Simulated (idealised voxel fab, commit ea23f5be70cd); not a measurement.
process module | voxel transistor to metal
cross-section cut | 285 nm wide | cells 5 nm
A cross-section is a grid of square cells, given in bands from the top down. A band is one or more rows of cells.
Each band's line starts with the height of the band's top and of its bottom, in nm. Then come its materials from left to right, each with its width in nm. One material with "throughout" fills the band from edge to edge. "air" is empty space.
Height 0 is the level under which the wafer as received is all one material. The lowest band goes on downwards, as in "0 down".
A width such as "30 to 40" changes by the same amount from each row of cells to the next, from the band's top row to its bottom row.
"no change" after a step means that no cell of the cross-section changed.
closed voids: empty space of 8 cells or more with no open way to the top, each as width x height at its distance from the left edge, in nm
after a step's settings: what the simulator itself notes on the step
overlay nm, on a step with a mask: how far to the right of its planned place the mask lay; to the left if negative
Each pair below shows a cross-section before one step and the cross-section after it, down to the lowest band that changed. The line under each pair gives the step between them, with its settings. The pairs can come from different runs of this module on the same starting wafer, so a pair continues from the pair above only where its "before" says so.
before
  25 to 0: SiO2 60 | polySi 30 | SiO2 105 | polySi 30 | SiO2 60
  0 to -5: SiO2 45 | pSi 10 | SiO2 5 | polySi 30 | SiO2 5 | pSi 10 | SiO2 75 | pSi 10 | SiO2 5 | polySi 30 | SiO2 5 | pSi 10 | SiO2 45
  -5 to -10: SiO2 45 | pSi 10 | SiO2 40 | pSi 10 | SiO2 75 | pSi 10 | SiO2 40 | pSi 10 | SiO2 45
  -10 to -20: SiO2 25 | pSi 30 | Si 40 | pSi 30 | SiO2 35 | pSi 30 | Si 40 | pSi 30 | SiO2 25
  -20 to -40: SiO2 25 | Si 100 | SiO2 35 | Si 100 | SiO2 25
  -40 down: Si throughout
  closed voids: none
after
  25 to 0: SiO2 60 | air 30 | SiO2 105 | air 30 | SiO2 60
  0 to -5: SiO2 45 | pSi 10 | SiO2 5 | air 30 | SiO2 5 | pSi 10 | SiO2 75 | pSi 10 | SiO2 5 | air 30 | SiO2 5 | pSi 10 | SiO2 45
  below -5: unchanged
  closed voids: none
the step between: op STRIP | etch materials polySi
before: the cross-section after the pair above
after
  20 to 0: SiO2 55 | air 40 | SiO2 95 | air 40 | SiO2 55
  0 to -10: SiO2 45 | pSi 10 | air 40 | pSi 10 | SiO2 75 | pSi 10 | air 40 | pSi 10 | SiO2 45
  below -10: unchanged
  closed voids: none
the step between: op SELECTIVE_ETCH | etch materials SiO2 | depth nm 5
before: the cross-section after the pair above
after
  25 to 20: HfO2 60 | air 30 | HfO2 105 | air 30 | HfO2 60
  20 to 0: SiO2 55 | HfO2 5 | air 30 | HfO2 5 | SiO2 95 | HfO2 5 | air 30 | HfO2 5 | SiO2 55
  0 to -5: SiO2 45 | pSi 10 | HfO2 5 | air 30 | HfO2 5 | pSi 10 | SiO2 75 | pSi 10 | HfO2 5 | air 30 | HfO2 5 | pSi 10 | SiO2 45
  -5 to -10: SiO2 45 | pSi 10 | HfO2 40 | pSi 10 | SiO2 75 | pSi 10 | HfO2 40 | pSi 10 | SiO2 45
  below -10: unchanged
  closed voids: none
the step between: op CONFORMAL_DEP | material HfO2 | thk nm 5
before: the cross-section after the pair above
after
  30 to 25: TiN 65 | air 20 | TiN 115 | air 20 | TiN 65
  25 to 20: HfO2 60 | TiN 5 | air 20 | TiN 5 | HfO2 105 | TiN 5 | air 20 | TiN 5 | HfO2 60
  20 to 0: SiO2 55 | HfO2 5 | TiN 5 | air 20 | TiN 5 | HfO2 5 | SiO2 95 | HfO2 5 | TiN 5 | air 20 | TiN 5 | HfO2 5 | SiO2 55
  0 to -5: SiO2 45 | pSi 10 | HfO2 5 | TiN 30 | HfO2 5 | pSi 10 | SiO2 75 | pSi 10 | HfO2 5 | TiN 30 | HfO2 5 | pSi 10 | SiO2 45
  below -5: unchanged
  closed voids: none
the step between: op CONFORMAL_DEP | material TiN | thk nm 5
before: the cross-section after the pair above
after
  40 to 30: W throughout
  30 to 25: TiN 65 | W 20 | TiN 115 | W 20 | TiN 65
  25 to 20: HfO2 60 | TiN 5 | W 20 | TiN 5 | HfO2 105 | TiN 5 | W 20 | TiN 5 | HfO2 60
  20 to 0: SiO2 55 | HfO2 5 | TiN 5 | W 20 | TiN 5 | HfO2 5 | SiO2 95 | HfO2 5 | TiN 5 | W 20 | TiN 5 | HfO2 5 | SiO2 55
  below 0: unchanged
  closed voids: none
the step between: op FILL_DEP | material W | thk nm 10
before: the cross-section after the pair above
after
  20 to 0: SiO2 55 | HfO2 5 | TiN 5 | W 20 | TiN 5 | HfO2 5 | SiO2 95 | HfO2 5 | TiN 5 | W 20 | TiN 5 | HfO2 5 | SiO2 55
  below 0: unchanged
  closed voids: none
the step between: op CMP | height nm 20
before: the cross-section after the pair above
after
  30 to 20: SiO2 throughout
  below 20: unchanged
  closed voids: none
the step between: op DIRECTIONAL_DEP | material SiO2 | thk nm 10
before: the cross-section after the pair above
after
  30 to 20: SiO2 30 | air 15 | SiO2 60 | air 15 | SiO2 45 | air 15 | SiO2 60 | air 15 | SiO2 30
  20 to 0: SiO2 30 | air 15 | SiO2 10 | HfO2 5 | TiN 5 | W 20 | TiN 5 | HfO2 5 | SiO2 10 | air 15 | SiO2 45 | air 15 | SiO2 10 | HfO2 5 | TiN 5 | W 20 | TiN 5 | HfO2 5 | SiO2 10 | air 15 | SiO2 30
  0 to -5: SiO2 30 | air 15 | pSi 10 | HfO2 5 | TiN 30 | HfO2 5 | pSi 10 | air 15 | SiO2 45 | air 15 | pSi 10 | HfO2 5 | TiN 30 | HfO2 5 | pSi 10 | air 15 | SiO2 30
  -5 to -10: SiO2 30 | air 15 | pSi 10 | HfO2 40 | pSi 10 | air 15 | SiO2 45 | air 15 | pSi 10 | HfO2 40 | pSi 10 | air 15 | SiO2 30
  below -10: unchanged
  closed voids: none
the step between: op MASKED_ETCH | tone open | mask id CONTACT | width nm 15 | etch materials SiO2 | depth nm 40 | overlay nm 0
before: the cross-section after the pair above
after
  35 to 30: TiN 35 | air 5 | TiN 70 | air 5 | TiN 55 | air 5 | TiN 70 | air 5 | TiN 35
  30 to 20: SiO2 30 | TiN 5 | air 5 | TiN 5 | SiO2 60 | TiN 5 | air 5 | TiN 5 | SiO2 45 | TiN 5 | air 5 | TiN 5 | SiO2 60 | TiN 5 | air 5 | TiN 5 | SiO2 30
  20 to 0: SiO2 30 | TiN 5 | air 5 | TiN 5 | SiO2 10 | HfO2 5 | TiN 5 | W 20 | TiN 5 | HfO2 5 | SiO2 10 | TiN 5 | air 5 | TiN 5 | SiO2 45 | TiN 5 | air 5 | TiN 5 | SiO2 10 | HfO2 5 | TiN 5 | W 20 | TiN 5 | HfO2 5 | SiO2 10 | TiN 5 | air 5 | TiN 5 | SiO2 30
  0 to -5: SiO2 30 | TiN 5 | air 5 | TiN 5 | pSi 10 | HfO2 5 | TiN 30 | HfO2 5 | pSi 10 | TiN 5 | air 5 | TiN 5 | SiO2 45 | TiN 5 | air 5 | TiN 5 | pSi 10 | HfO2 5 | TiN 30 | HfO2 5 | pSi 10 | TiN 5 | air 5 | TiN 5 | SiO2 30
  -5 to -10: SiO2 30 | TiN 15 | pSi 10 | HfO2 40 | pSi 10 | TiN 15 | SiO2 45 | TiN 15 | pSi 10 | HfO2 40 | pSi 10 | TiN 15 | SiO2 30
  below -10: unchanged
  closed voids: none
the step between: op CONFORMAL_DEP | material TiN | thk nm 5
before: the cross-section after the pair above
after
  45 to 35: Ru throughout
  35 to 30: TiN 35 | Ru 5 | TiN 70 | Ru 5 | TiN 55 | Ru 5 | TiN 70 | Ru 5 | TiN 35
  30 to 20: SiO2 30 | TiN 5 | Ru 5 | TiN 5 | SiO2 60 | TiN 5 | Ru 5 | TiN 5 | SiO2 45 | TiN 5 | Ru 5 | TiN 5 | SiO2 60 | TiN 5 | Ru 5 | TiN 5 | SiO2 30
  20 to 0: SiO2 30 | TiN 5 | Ru 5 | TiN 5 | SiO2 10 | HfO2 5 | TiN 5 | W 20 | TiN 5 | HfO2 5 | SiO2 10 | TiN 5 | Ru 5 | TiN 5 | SiO2 45 | TiN 5 | Ru 5 | TiN 5 | SiO2 10 | HfO2 5 | TiN 5 | W 20 | TiN 5 | HfO2 5 | SiO2 10 | TiN 5 | Ru 5 | TiN 5 | SiO2 30
  0 to -5: SiO2 30 | TiN 5 | Ru 5 | TiN 5 | pSi 10 | HfO2 5 | TiN 30 | HfO2 5 | pSi 10 | TiN 5 | Ru 5 | TiN 5 | SiO2 45 | TiN 5 | Ru 5 | TiN 5 | pSi 10 | HfO2 5 | TiN 30 | HfO2 5 | pSi 10 | TiN 5 | Ru 5 | TiN 5 | SiO2 30
  below -5: unchanged
  closed voids: none
the step between: op FILL_DEP | material Ru | thk nm 10
before: the cross-section after the pair above
after
  30 to 20: SiO2 30 | TiN 5 | Ru 5 | TiN 5 | SiO2 60 | TiN 5 | Ru 5 | TiN 5 | SiO2 45 | TiN 5 | Ru 5 | TiN 5 | SiO2 60 | TiN 5 | Ru 5 | TiN 5 | SiO2 30
  below 20: unchanged
  closed voids: none
the step between: op CMP | height nm 30
before: the cross-section after the pair above
after
  35 to 30: SiN throughout
  below 30: unchanged
  closed voids: none
the step between: op CONFORMAL_DEP | material SiN | thk nm 5
before: the cross-section after the pair above
after
  55 to 35: lowk throughout
  below 35: unchanged
  closed voids: none
the step between: op DIRECTIONAL_DEP | material lowk | thk nm 20
before: the cross-section after the pair above
after
  55 to 35: lowk 30 | air 15 | lowk 60 | air 15 | lowk 45 | air 15 | lowk 60 | air 15 | lowk 30
  below 35: unchanged
  closed voids: none
the step between: op MASKED_ETCH | tone open | mask id METAL_1 | width nm 15 | etch materials lowk | depth nm 20 | overlay nm 0
before: the cross-section after the pair above
after
  55 to 35: lowk 30 | air 15 | lowk 60 | air 15 | lowk 45 | air 15 | lowk 60 | air 15 | lowk 30
  35 to 30: SiN 30 | air 15 | SiN 60 | air 15 | SiN 45 | air 15 | SiN 60 | air 15 | SiN 30
  below 30: unchanged
  closed voids: none
the step between: op MASKED_ETCH | tone open | mask id METAL_1 | width nm 15 | etch materials SiN | depth nm 5 | overlay nm 0
before: the cross-section after the pair above
after
  60 to 55: TiN 35 | air 5 | TiN 70 | air 5 | TiN 55 | air 5 | TiN 70 | air 5 | TiN 35
  55 to 35: lowk 30 | TiN 5 | air 5 | TiN 5 | lowk 60 | TiN 5 | air 5 | TiN 5 | lowk 45 | TiN 5 | air 5 | TiN 5 | lowk 60 | TiN 5 | air 5 | TiN 5 | lowk 30
  35 to 30: SiN 30 | TiN 15 | SiN 60 | TiN 15 | SiN 45 | TiN 15 | SiN 60 | TiN 15 | SiN 30
  below 30: unchanged
  closed voids: none
the step between: op CONFORMAL_DEP | material TiN | thk nm 5
before: the cross-section after the pair above
after
  70 to 60: Ru throughout
  60 to 55: TiN 35 | Ru 5 | TiN 70 | Ru 5 | TiN 55 | Ru 5 | TiN 70 | Ru 5 | TiN 35
  55 to 35: lowk 30 | TiN 5 | Ru 5 | TiN 5 | lowk 60 | TiN 5 | Ru 5 | TiN 5 | lowk 45 | TiN 5 | Ru 5 | TiN 5 | lowk 60 | TiN 5 | Ru 5 | TiN 5 | lowk 30
  below 35: unchanged
  closed voids: none
the step between: op FILL_DEP | material Ru | thk nm 10
before: the cross-section after the pair above
after
  55 to 35: lowk 30 | TiN 5 | Ru 5 | TiN 5 | lowk 60 | TiN 5 | Ru 5 | TiN 5 | lowk 45 | TiN 5 | Ru 5 | TiN 5 | lowk 60 | TiN 5 | Ru 5 | TiN 5 | lowk 30
  below 35: unchanged
  closed voids: none
the step between: op CMP | height nm 55
before: the cross-section after the pair above
after
  60 to 55: SiCN throughout
  below 55: unchanged
  closed voids: none
the step between: op CONFORMAL_DEP | material SiCN | thk nm 5
before: the cross-section after the pair above
after
  90 to 60: lowk throughout
  below 60: unchanged
  closed voids: none
the step between: op DIRECTIONAL_DEP | material lowk | thk nm 30
before: the cross-section after the pair above
after
  105 to 90: resist 30 | air 15 | resist 120 | air 15 | resist 105
  below 90: unchanged
  closed voids: none
the step between: op PATTERN | tone open | mask id METAL_2 | material resist | width nm 15 | pitch nm 135 | thk nm 15 | overlay nm 0
before: the cross-section after the pair above
after
  105 to 90: resist 30 | air 15 | resist 120 | air 15 | resist 105
  90 to 70: lowk 30 | air 15 | lowk 120 | air 15 | lowk 105
  below 70: unchanged
  closed voids: none
the step between: op DIRECTIONAL_ETCH | etch materials lowk | depth nm 20
before: the cross-section after the pair above
after
  90 to 70: lowk 30 | air 15 | lowk 120 | air 15 | lowk 105
  below 70: unchanged
  closed voids: none
the step between: op STRIP | etch materials resist
before: the cross-section after the pair above
after
  90 to 60: lowk 30 | air 15 | lowk 120 | air 15 | lowk 105
  below 60: unchanged
  closed voids: none
the step between: op MASKED_ETCH | tone open | mask id METAL_2_HOLES | width nm 15 | pitch nm 135 | etch materials lowk | depth nm 10 | overlay nm 0
before: the cross-section after the pair above
after
  90 to 60: lowk 30 | air 15 | lowk 120 | air 15 | lowk 105
  60 to 55: SiCN 30 | air 15 | SiCN 120 | air 15 | SiCN 105
  below 55: unchanged
  closed voids: none
the step between: op MASKED_ETCH | tone open | mask id METAL_2_HOLES | width nm 15 | pitch nm 135 | etch materials SiCN | depth nm 5 | overlay nm 0
before: the cross-section after the pair above
after
  95 to 90: TiN 35 | air 5 | TiN 130 | air 5 | TiN 110
  90 to 60: lowk 30 | TiN 5 | air 5 | TiN 5 | lowk 120 | TiN 5 | air 5 | TiN 5 | lowk 105
  60 to 55: SiCN 30 | TiN 15 | SiCN 120 | TiN 15 | SiCN 105
  below 55: unchanged
  closed voids: none
the step between: op CONFORMAL_DEP | material TiN | thk nm 5
before: the cross-section after the pair above
after
  105 to 95: Cu throughout
  95 to 90: TiN 35 | Cu 5 | TiN 130 | Cu 5 | TiN 110
  90 to 60: lowk 30 | TiN 5 | Cu 5 | TiN 5 | lowk 120 | TiN 5 | Cu 5 | TiN 5 | lowk 105
  below 60: unchanged
  closed voids: none
the step between: op FILL_DEP | material Cu | thk nm 10
before: the cross-section after the pair above
after
  90 to 60: lowk 30 | TiN 5 | Cu 5 | TiN 5 | lowk 120 | TiN 5 | Cu 5 | TiN 5 | lowk 105
  below 60: unchanged
  closed voids: none
the step between: op CMP | height nm 90
before: the cross-section after the pair above
after
  95 to 90: SiCN throughout
  below 90: unchanged
  closed voids: none
the step between: op CONFORMAL_DEP | material SiCN | thk nm 5
before
  90 to 60: lowk throughout
  60 to 55: SiCN throughout
  55 to 35: lowk 30 | TiN 5 | Ru 5 | TiN 5 | lowk 60 | TiN 5 | Ru 5 | TiN 5 | lowk 45 | TiN 5 | Ru 5 | TiN 5 | lowk 60 | TiN 5 | Ru 5 | TiN 5 | lowk 30
  35 to 30: SiN 30 | TiN 15 | SiN 60 | TiN 15 | SiN 45 | TiN 15 | SiN 60 | TiN 15 | SiN 30
  30 to 20: SiO2 30 | TiN 5 | Ru 5 | TiN 5 | SiO2 60 | TiN 5 | Ru 5 | TiN 5 | SiO2 45 | TiN 5 | Ru 5 | TiN 5 | SiO2 60 | TiN 5 | Ru 5 | TiN 5 | SiO2 30
  20 to 5: SiO2 30 | TiN 5 | Ru 5 | TiN 5 | SiN 10 | HfO2 5 | TiN 5 | W 20 | TiN 5 | HfO2 5 | SiN 10 | TiN 5 | Ru 5 | TiN 5 | SiO2 45 | TiN 5 | Ru 5 | TiN 5 | SiN 10 | HfO2 5 | TiN 5 | W 20 | TiN 5 | HfO2 5 | SiN 10 | TiN 5 | Ru 5 | TiN 5 | SiO2 30
  5 to 0: SiO2 30 | TiN 15 | SiN 10 | HfO2 5 | TiN 5 | W 20 | TiN 5 | HfO2 5 | SiN 10 | TiN 15 | SiO2 45 | TiN 15 | SiN 10 | HfO2 5 | TiN 5 | W 20 | TiN 5 | HfO2 5 | SiN 10 | TiN 15 | SiO2 30
  0 to -5: SiO2 30 | TiN 5 | pSi 10 | SiN 10 | HfO2 5 | TiN 30 | HfO2 5 | SiN 10 | pSi 10 | TiN 5 | SiO2 45 | TiN 5 | pSi 10 | SiN 10 | HfO2 5 | TiN 30 | HfO2 5 | SiN 10 | pSi 10 | TiN 5 | SiO2 30
  -5 to -10: SiO2 30 | TiN 5 | pSi 10 | SiO2 10 | HfO2 40 | SiO2 10 | pSi 10 | TiN 5 | SiO2 45 | TiN 5 | pSi 10 | SiO2 10 | HfO2 40 | SiO2 10 | pSi 10 | TiN 5 | SiO2 30
  -10 to -20: SiO2 25 | pSi 20 | Si 60 | pSi 20 | SiO2 35 | pSi 20 | Si 60 | pSi 20 | SiO2 25
  -20 to -40: SiO2 25 | Si 100 | SiO2 35 | Si 100 | SiO2 25
  -40 down: Si throughout
  closed voids: none
after
  120 to 60: lowk throughout
  below 60: unchanged
  closed voids: none
the step between: op DIRECTIONAL_DEP | material lowk | thk nm 30
before: the cross-section after the pair above
after
  135 to 120: resist 30 | air 15 | resist 120 | air 15 | resist 105
  below 120: unchanged
  closed voids: none
the step between: op PATTERN | tone open | mask id METAL_2 | material resist | width nm 15 | pitch nm 135 | thk nm 15 | overlay nm 0
before: the cross-section after the pair above
after
  135 to 120: resist 30 | air 15 | resist 120 | air 15 | resist 105
  120 to 100: lowk 30 | air 15 | lowk 120 | air 15 | lowk 105
  below 100: unchanged
  closed voids: none
the step between: op DIRECTIONAL_ETCH | etch materials lowk | depth nm 20
before: the cross-section after the pair above
after
  120 to 100: lowk 30 | air 15 | lowk 120 | air 15 | lowk 105
  below 100: unchanged
  closed voids: none
the step between: op STRIP | etch materials resist
before: the cross-section after the pair above
after
  120 to 90: lowk 30 | air 15 | lowk 120 | air 15 | lowk 105
  below 90: unchanged
  closed voids: none
the step between: op MASKED_ETCH | tone open | mask id METAL_2_HOLES | width nm 15 | pitch nm 135 | etch materials lowk | depth nm 10 | overlay nm 0
before: the cross-section after the pair above
after
  125 to 120: TiN 35 | air 5 | TiN 130 | air 5 | TiN 110
  120 to 95: lowk 30 | TiN 5 | air 5 | TiN 5 | lowk 120 | TiN 5 | air 5 | TiN 5 | lowk 105
  95 to 90: lowk 30 | TiN 15 | lowk 120 | TiN 15 | lowk 105
  below 90: unchanged
  closed voids: none
the step between: op CONFORMAL_DEP | material TiN | thk nm 5
before: the cross-section after the pair above
after
  135 to 125: Cu throughout
  125 to 120: TiN 35 | Cu 5 | TiN 130 | Cu 5 | TiN 110
  120 to 95: lowk 30 | TiN 5 | Cu 5 | TiN 5 | lowk 120 | TiN 5 | Cu 5 | TiN 5 | lowk 105
  below 95: unchanged
  closed voids: none
the step between: op FILL_DEP | material Cu | thk nm 10
before: the cross-section after the pair above
after
  90 to 60: lowk throughout
  below 60: unchanged
  closed voids: none
the step between: op CMP | height nm 90
before: the cross-section after the pair above
after
  95 to 90: SiCN throughout
  below 90: unchanged
  closed voids: none
the step between: op CONFORMAL_DEP | material SiCN | thk nm 5
before
  20 to 0: SiO2 45 | SiN 10 | HfO2 5 | TiN 5 | W 20 | TiN 5 | HfO2 5 | SiN 10 | SiO2 75 | SiN 10 | HfO2 5 | TiN 5 | W 20 | TiN 5 | HfO2 5 | SiN 10 | SiO2 45
  0 to -5: SiO2 35 | pSi 10 | SiN 10 | HfO2 5 | TiN 30 | HfO2 5 | SiN 10 | pSi 10 | SiO2 55 | pSi 10 | SiN 10 | HfO2 5 | TiN 30 | HfO2 5 | SiN 10 | pSi 10 | SiO2 35
  -5 to -10: SiO2 35 | pSi 10 | SiO2 10 | HfO2 40 | SiO2 10 | pSi 10 | SiO2 55 | pSi 10 | SiO2 10 | HfO2 40 | SiO2 10 | pSi 10 | SiO2 35
  -10 to -20: SiO2 25 | pSi 20 | Si 60 | pSi 20 | SiO2 35 | pSi 20 | Si 60 | pSi 20 | SiO2 25
  -20 to -40: SiO2 25 | Si 100 | SiO2 35 | Si 100 | SiO2 25
  -40 down: Si throughout
  closed voids: none
after
  20 to 0: SiO2 30 | air 15 | SiN 10 | HfO2 5 | TiN 5 | W 20 | TiN 5 | HfO2 5 | SiN 10 | air 15 | SiO2 45 | air 15 | SiN 10 | HfO2 5 | TiN 5 | W 20 | TiN 5 | HfO2 5 | SiN 10 | air 15 | SiO2 30
  0 to -5: SiO2 30 | air 5 | pSi 10 | SiN 10 | HfO2 5 | TiN 30 | HfO2 5 | SiN 10 | pSi 10 | air 5 | SiO2 45 | air 5 | pSi 10 | SiN 10 | HfO2 5 | TiN 30 | HfO2 5 | SiN 10 | pSi 10 | air 5 | SiO2 30
  -5 to -10: SiO2 30 | air 5 | pSi 10 | SiO2 10 | HfO2 40 | SiO2 10 | pSi 10 | air 5 | SiO2 45 | air 5 | pSi 10 | SiO2 10 | HfO2 40 | SiO2 10 | pSi 10 | air 5 | SiO2 30
  below -10: unchanged
  closed voids: none
the step between: op MASKED_ETCH | tone open | mask id CONTACT | width nm 15 | etch materials SiO2 | depth nm 40 | overlay nm 0
before: the cross-section after the pair above
after
  30 to 20: SiO2 30 | air 15 | SiO2 60 | air 15 | SiO2 45 | air 15 | SiO2 60 | air 15 | SiO2 30
  20 to 10: SiO2 30 | air 15 | SiN 10 | HfO2 5 | TiN 5 | W 20 | TiN 5 | HfO2 5 | SiN 10 | air 15 | SiO2 45 | air 15 | SiN 10 | HfO2 5 | TiN 5 | W 20 | TiN 5 | HfO2 5 | SiN 10 | air 15 | SiO2 30
  10 to 0: SiO2 30 | air 5 | SiO2 10 | SiN 10 | HfO2 5 | TiN 5 | W 20 | TiN 5 | HfO2 5 | SiN 10 | SiO2 10 | air 5 | SiO2 45 | air 5 | SiO2 10 | SiN 10 | HfO2 5 | TiN 5 | W 20 | TiN 5 | HfO2 5 | SiN 10 | SiO2 10 | air 5 | SiO2 30
  0 to -5: SiO2 35 | pSi 10 | SiN 10 | HfO2 5 | TiN 30 | HfO2 5 | SiN 10 | pSi 10 | SiO2 55 | pSi 10 | SiN 10 | HfO2 5 | TiN 30 | HfO2 5 | SiN 10 | pSi 10 | SiO2 35
  -5 to -10: SiO2 35 | pSi 10 | SiO2 10 | HfO2 40 | SiO2 10 | pSi 10 | SiO2 55 | pSi 10 | SiO2 10 | HfO2 40 | SiO2 10 | pSi 10 | SiO2 35
  below -10: unchanged
  closed voids: none
the step between: op DIRECTIONAL_DEP | material SiO2 | thk nm 10
before: the cross-section after the pair above
after
  35 to 30: TiN 35 | air 5 | TiN 70 | air 5 | TiN 55 | air 5 | TiN 70 | air 5 | TiN 35
  30 to 20: SiO2 30 | TiN 5 | air 5 | TiN 5 | SiO2 60 | TiN 5 | air 5 | TiN 5 | SiO2 45 | TiN 5 | air 5 | TiN 5 | SiO2 60 | TiN 5 | air 5 | TiN 5 | SiO2 30
  20 to 15: SiO2 30 | TiN 5 | air 5 | TiN 5 | SiN 10 | HfO2 5 | TiN 5 | W 20 | TiN 5 | HfO2 5 | SiN 10 | TiN 5 | air 5 | TiN 5 | SiO2 45 | TiN 5 | air 5 | TiN 5 | SiN 10 | HfO2 5 | TiN 5 | W 20 | TiN 5 | HfO2 5 | SiN 10 | TiN 5 | air 5 | TiN 5 | SiO2 30
  15 to 10: SiO2 30 | TiN 15 | SiN 10 | HfO2 5 | TiN 5 | W 20 | TiN 5 | HfO2 5 | SiN 10 | TiN 15 | SiO2 45 | TiN 15 | SiN 10 | HfO2 5 | TiN 5 | W 20 | TiN 5 | HfO2 5 | SiN 10 | TiN 15 | SiO2 30
  10 to 0: SiO2 30 | TiN 5 | SiO2 10 | SiN 10 | HfO2 5 | TiN 5 | W 20 | TiN 5 | HfO2 5 | SiN 10 | SiO2 10 | TiN 5 | SiO2 45 | TiN 5 | SiO2 10 | SiN 10 | HfO2 5 | TiN 5 | W 20 | TiN 5 | HfO2 5 | SiN 10 | SiO2 10 | TiN 5 | SiO2 30
  below 0: unchanged
  closed voids: none
the step between: op CONFORMAL_DEP | material TiN | thk nm 5
before: the cross-section after the pair above
after
  45 to 35: Ru throughout
  35 to 30: TiN 35 | Ru 5 | TiN 70 | Ru 5 | TiN 55 | Ru 5 | TiN 70 | Ru 5 | TiN 35
  30 to 20: SiO2 30 | TiN 5 | Ru 5 | TiN 5 | SiO2 60 | TiN 5 | Ru 5 | TiN 5 | SiO2 45 | TiN 5 | Ru 5 | TiN 5 | SiO2 60 | TiN 5 | Ru 5 | TiN 5 | SiO2 30
  20 to 15: SiO2 30 | TiN 5 | Ru 5 | TiN 5 | SiN 10 | HfO2 5 | TiN 5 | W 20 | TiN 5 | HfO2 5 | SiN 10 | TiN 5 | Ru 5 | TiN 5 | SiO2 45 | TiN 5 | Ru 5 | TiN 5 | SiN 10 | HfO2 5 | TiN 5 | W 20 | TiN 5 | HfO2 5 | SiN 10 | TiN 5 | Ru 5 | TiN 5 | SiO2 30
  below 15: unchanged
  closed voids: none
the step between: op FILL_DEP | material Ru | thk nm 10
before: the cross-section after the pair above
after
  30 to 20: SiO2 30 | TiN 5 | Ru 5 | TiN 5 | SiO2 60 | TiN 5 | Ru 5 | TiN 5 | SiO2 45 | TiN 5 | Ru 5 | TiN 5 | SiO2 60 | TiN 5 | Ru 5 | TiN 5 | SiO2 30
  below 20: unchanged
  closed voids: none
the step between: op CMP | height nm 30
before: the cross-section after the pair above
after
  35 to 30: SiN throughout
  below 30: unchanged
  closed voids: none
the step between: op CONFORMAL_DEP | material SiN | thk nm 5
before: the cross-section after the pair above
after
  55 to 35: lowk throughout
  below 35: unchanged
  closed voids: none
the step between: op DIRECTIONAL_DEP | material lowk | thk nm 20
before: the cross-section after the pair above
after
  55 to 35: lowk 30 | air 15 | lowk 60 | air 15 | lowk 45 | air 15 | lowk 60 | air 15 | lowk 30
  below 35: unchanged
  closed voids: none
the step between: op MASKED_ETCH | tone open | mask id METAL_1 | width nm 15 | etch materials lowk | depth nm 20 | overlay nm 0
before: the cross-section after the pair above
after
  55 to 35: lowk 30 | air 15 | lowk 60 | air 15 | lowk 45 | air 15 | lowk 60 | air 15 | lowk 30
  35 to 30: SiN 30 | air 15 | SiN 60 | air 15 | SiN 45 | air 15 | SiN 60 | air 15 | SiN 30
  below 30: unchanged
  closed voids: none
the step between: op MASKED_ETCH | tone open | mask id METAL_1 | width nm 15 | etch materials SiN | depth nm 5 | overlay nm 0
before: the cross-section after the pair above
after
  60 to 55: TiN 35 | air 5 | TiN 70 | air 5 | TiN 55 | air 5 | TiN 70 | air 5 | TiN 35
  55 to 35: lowk 30 | TiN 5 | air 5 | TiN 5 | lowk 60 | TiN 5 | air 5 | TiN 5 | lowk 45 | TiN 5 | air 5 | TiN 5 | lowk 60 | TiN 5 | air 5 | TiN 5 | lowk 30
  35 to 30: SiN 30 | TiN 15 | SiN 60 | TiN 15 | SiN 45 | TiN 15 | SiN 60 | TiN 15 | SiN 30
  below 30: unchanged
  closed voids: none
the step between: op CONFORMAL_DEP | material TiN | thk nm 5
before: the cross-section after the pair above
after
  70 to 60: Ru throughout
  60 to 55: TiN 35 | Ru 5 | TiN 70 | Ru 5 | TiN 55 | Ru 5 | TiN 70 | Ru 5 | TiN 35
  55 to 35: lowk 30 | TiN 5 | Ru 5 | TiN 5 | lowk 60 | TiN 5 | Ru 5 | TiN 5 | lowk 45 | TiN 5 | Ru 5 | TiN 5 | lowk 60 | TiN 5 | Ru 5 | TiN 5 | lowk 30
  below 35: unchanged
  closed voids: none
the step between: op FILL_DEP | material Ru | thk nm 10
before: the cross-section after the pair above
after
  55 to 35: lowk 30 | TiN 5 | Ru 5 | TiN 5 | lowk 60 | TiN 5 | Ru 5 | TiN 5 | lowk 45 | TiN 5 | Ru 5 | TiN 5 | lowk 60 | TiN 5 | Ru 5 | TiN 5 | lowk 30
  below 35: unchanged
  closed voids: none
the step between: op CMP | height nm 55
before: the cross-section after the pair above
after
  60 to 55: SiCN throughout
  below 55: unchanged
  closed voids: none
the step between: op CONFORMAL_DEP | material SiCN | thk nm 5
before: the cross-section after the pair above
after
  90 to 60: lowk throughout
  below 60: unchanged
  closed voids: none
the step between: op DIRECTIONAL_DEP | material lowk | thk nm 30
before: the cross-section after the pair above
after
  105 to 90: resist 30 | air 15 | resist 120 | air 15 | resist 105
  below 90: unchanged
  closed voids: none
the step between: op PATTERN | tone open | mask id METAL_2 | material resist | width nm 15 | pitch nm 135 | thk nm 15 | overlay nm 0
before: the cross-section after the pair above
after
  105 to 90: resist 30 | air 15 | resist 120 | air 15 | resist 105
  90 to 70: lowk 30 | air 15 | lowk 120 | air 15 | lowk 105
  below 70: unchanged
  closed voids: none
the step between: op DIRECTIONAL_ETCH | etch materials lowk | depth nm 20
before: the cross-section after the pair above
after
  90 to 70: lowk 30 | air 15 | lowk 120 | air 15 | lowk 105
  below 70: unchanged
  closed voids: none
the step between: op STRIP | etch materials resist
before: the cross-section after the pair above
after
  90 to 60: lowk 30 | air 15 | lowk 120 | air 15 | lowk 105
  below 60: unchanged
  closed voids: none
the step between: op MASKED_ETCH | tone open | mask id METAL_2_HOLES | width nm 15 | pitch nm 135 | etch materials lowk | depth nm 10 | overlay nm 0
before: the cross-section after the pair above
after
  90 to 60: lowk 30 | air 15 | lowk 120 | air 15 | lowk 105
  60 to 55: SiCN 30 | air 15 | SiCN 120 | air 15 | SiCN 105
  below 55: unchanged
  closed voids: none
the step between: op MASKED_ETCH | tone open | mask id METAL_2_HOLES | width nm 15 | pitch nm 135 | etch materials SiCN | depth nm 5 | overlay nm 0
before: the cross-section after the pair above
after
  95 to 90: TiN 35 | air 5 | TiN 130 | air 5 | TiN 110
  90 to 60: lowk 30 | TiN 5 | air 5 | TiN 5 | lowk 120 | TiN 5 | air 5 | TiN 5 | lowk 105
  60 to 55: SiCN 30 | TiN 15 | SiCN 120 | TiN 15 | SiCN 105
  below 55: unchanged
  closed voids: none
the step between: op CONFORMAL_DEP | material TiN | thk nm 5
before: the cross-section after the pair above
after
  105 to 95: Cu throughout
  95 to 90: TiN 35 | Cu 5 | TiN 130 | Cu 5 | TiN 110
  90 to 60: lowk 30 | TiN 5 | Cu 5 | TiN 5 | lowk 120 | TiN 5 | Cu 5 | TiN 5 | lowk 105
  below 60: unchanged
  closed voids: none
the step between: op FILL_DEP | material Cu | thk nm 10
before: the cross-section after the pair above
after
  90 to 60: lowk 30 | TiN 5 | Cu 5 | TiN 5 | lowk 120 | TiN 5 | Cu 5 | TiN 5 | lowk 105
  below 60: unchanged
  closed voids: none
the step between: op CMP | height nm 90
before: the cross-section after the pair above
after
  95 to 90: SiCN throughout
  below 90: unchanged
  closed voids: none
the step between: op CONFORMAL_DEP | material SiCN | thk nm 5
